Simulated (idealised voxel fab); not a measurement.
Process module in this document: voxel capacitor over wiring
Section shown: cut. Width: 300 nm. Cell size: 5 nm, square.
For the purposes of this document, a cross-section shall be understood as a grid of square cells, specified as bands listed in top-to-bottom order, each band consisting of one or more rows of cells. Within each band entry, the heights of the top and of the bottom of the band appear first, in that order and in nm; the materials of the band then follow from left to right, each with its corresponding width in nm. The designation "throughout" on a single material indicates that it fills the band from edge to edge; the designation "empty" indicates empty space. Basically, 0 is our baseline, since under it the wafer straight out of the box is all one material. The bottom band has no lower end and keeps on going down, so it looks like "0 -> down". Read "30->40" as a graded width: first number on top, second number at the bottom, same change between each pair of neighbouring rows. You'll sometimes find "left unchanged" written for a step, and that's the way of saying that nowhere in the cross-section did a cell change during that step. What "Enclosed internal cavities" gives you is every empty space of 8 cells or more that is cut off from the top. Each appears as width x height at distance, with the distance taken from the left edge and width, height and distance all in nm. after a step's settings: what the simulator itself notes on the step. Among the settings permitted on a step's line is "overlay nm"; applied to a step with a mask, it specifies the extent to which the mask lay to the right of its planned position, whereas a negative figure signifies a position to the left.
[The process steps that were planned are listed below]
1,RECEIVE | material Si
2,CONFORMAL_DEP | material SiO2 | thk nm 10
3,CONFORMAL_DEP | material SiN | thk nm 5
4,DIRECTIONAL_DEP | material SiO2 | thk nm 15
5,PATTERN | tone open | mask id METAL_1 | material resist | width nm 25 | pitch nm 90 | thk nm 20 | overlay nm 0
6,DIRECTIONAL_ETCH | etch materials SiO2 | depth nm 15
7,DIRECTIONAL_ETCH | etch materials SiN | depth nm 5
8,STRIP | etch materials resist
9,CONFORMAL_DEP | material TiN | thk nm 5
10,FILL_DEP | material Cu | thk nm 5
11,CMP | height nm 30
12,CONFORMAL_DEP | material SiCN | thk nm 5
13,DIRECTIONAL_DEP | material lowk | thk nm 10
14,MASKED_ETCH | tone open | mask id PLUG_1 | width nm 15 | etch materials lowk | depth nm 10 | overlay nm 0
15,MASKED_ETCH | tone open | mask id PLUG_1 | width nm 15 | etch materials SiCN | depth nm 5 | overlay nm 0
16,EPI | material Ru | thk nm 10
17,EPI | material Ru | thk nm 5
18,DIRECTIONAL_DEP | material TiN | thk nm 5
19,DIRECTIONAL_DEP | material HfO2 | thk nm 5
20,DIRECTIONAL_DEP | material TiN | thk nm 5
21,PATTERN | tone cover | mask id UPPER_PLATE | material resist | width nm 70 | thk nm 15 | overlay nm 0
22,DIRECTIONAL_ETCH | etch materials TiN | depth nm 5
23,DIRECTIONAL_ETCH | etch materials HfO2 | depth nm 5
24,STRIP | etch materials resist
25,MASKED_ETCH | tone cover | mask id LOWER_PLATE | width nm 80 | etch materials TiN | depth nm 5 | overlay nm -15
26,FILL_DEP | material SiO2 | thk nm 20
27,CMP | height nm 75
28,MASKED_ETCH | tone open | mask id PLUG_2 | width nm 15 | etch materials SiO2 | depth nm 15 | overlay nm 0
29,CONFORMAL_DEP | material TiN | thk nm 5
30,FILL_DEP | material Cu | thk nm 5
31,CMP | height nm 75
32,CONFORMAL_DEP | material SiN | thk nm 5
Heads up: all these wafers start the same, and what changes between them is the overlay nm in step 25. The value you see in the plan is just what the first wafer got.
[Cut through the first of several wafers as received, post step 1]
> 0 -> down  Si throughout
> Enclosed internal cavities: none
[What follows is a table in which each wafer occupies a row; for the wafer as it stands at the close of the module, the row states, material by material, how many cells have been gained (+) or lost (-) since receipt, and then gives its closed voids]
overlay nm -15; +20 Cu; +14 HfO2; +9 Ru; +57 SiCN; +110 SiN; +577 SiO2; +59 TiN; +114 lowk; Enclosed internal cavities: none
overlay nm -10; +20 Cu; +14 HfO2; +9 Ru; +57 SiCN; +110 SiN; +577 SiO2; +59 TiN; +114 lowk; Enclosed internal cavities: none
overlay nm -5; +20 Cu; +14 HfO2; +9 Ru; +57 SiCN; +110 SiN; +577 SiO2; +59 TiN; +114 lowk; Enclosed internal cavities: none
overlay nm 0; +20 Cu; +14 HfO2; +9 Ru; +57 SiCN; +110 SiN; +577 SiO2; +59 TiN; +114 lowk; Enclosed internal cavities: none
overlay nm 5; +20 Cu; +14 HfO2; +9 Ru; +57 SiCN; +110 SiN; +577 SiO2; +59 TiN; +114 lowk; Enclosed internal cavities: none
overlay nm 10; +20 Cu; +14 HfO2; +9 Ru; +57 SiCN; +110 SiN; +577 SiO2; +59 TiN; +114 lowk; Enclosed internal cavities: none
overlay nm 15; +20 Cu; +14 HfO2; +9 Ru; +57 SiCN; +110 SiN; +577 SiO2; +59 TiN; +114 lowk; Enclosed internal cavities: none
